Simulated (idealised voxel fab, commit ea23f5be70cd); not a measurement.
Module name: voxel fin reveal (process module)
The cross-section on display is named cut; it measures 155 nm wide, and its cells are 5 nm squares.
Notation: cross-section as square-cell grid; stated in bands, top first, going down; one or more cell rows per band.
Per band: top height and bottom height in nm, followed by the left-to-right materials and their widths in nm; "everywhere" marks a single material spanning edge to edge, "air" marks empty space.
The level at which height equals 0 is the one under which the wafer, as it arrives, is entirely one material. No lower edge exists for the bottom band, which continues downward and is notated as in "0 and below".
Top row gets the first number, bottom row gets the second, and each row in between changes by the same step: that is how a band width like "30 to 40" works.
"no modifications" (step): cross-section cells unchanged, all of them.
If an empty space has no open way to the top and is at least 8 cells in size, "Enclosed empty spaces" lists it, written width x height at distance, where distance is measured from the left edge and every value is in nm.
It should be noted that, on the line of a given step, the content following the step's settings is a remark produced by the simulator itself with respect to that step.
What "overlay nm" on a step's line means: if the step has a mask, that mask lay this far to the right of its planned place, or, when the value is negative, to the left.

Set out below are the planned steps of the process
1) op RECEIVE | material Si
2) op CONFORMAL_DEP | material SiN | thk nm 10
3) op DIRECTIONAL_DEP | material aC | thk nm 15
4) op PATTERN | tone cover | mask id FINS | material resist | width nm 15 | pitch nm 40 | thk nm 30 | overlay nm 0
5) op DIRECTIONAL_ETCH | etch materials aC | depth nm 15
6) op STRIP | etch materials resist
7) op DIRECTIONAL_ETCH | etch materials SiN | depth nm 10
8) op DIRECTIONAL_ETCH | etch materials Si | depth nm 30
9) op STRIP | etch materials aC
10) op FILL_DEP | material SiO2 | thk nm 15
11) op CMP | height nm 10
12) op SELECTIVE_ETCH | etch materials SiO2 | depth nm 30
13) op STRIP | etch materials SiN
14) op CONFORMAL_DEP | material HfO2 | thk nm 5

Wafer as received: cross-section following step 1
    0 and below  Si everywhere
    Enclosed empty spaces: none

Starting structure and process plan are as shown above, but one mistake was made in running the module; the wafer cross-section at the end of the module follows
    5 down to 0  air 55; HfO2 25; air 15; HfO2 25; air 35
    0 down to -15  air 55; HfO2 5; Si 15; HfO2 5; air 15; HfO2 5; Si 15; HfO2 5; air 35
    -15 down to -20  HfO2 60; Si 15; HfO2 25; Si 15; HfO2 40
    -20 down to -30  SiO2 60; Si 15; SiO2 25; Si 15; SiO2 40
    -30 and below  Si everywhere
    Enclosed empty spaces: none
Processing error: for step 4, the planned setting was not used; the step was instead run as op PATTERN | tone cover | mask id FINS | material resist | width nm 15 | pitch nm 40 | thk nm 30 | overlay nm 10
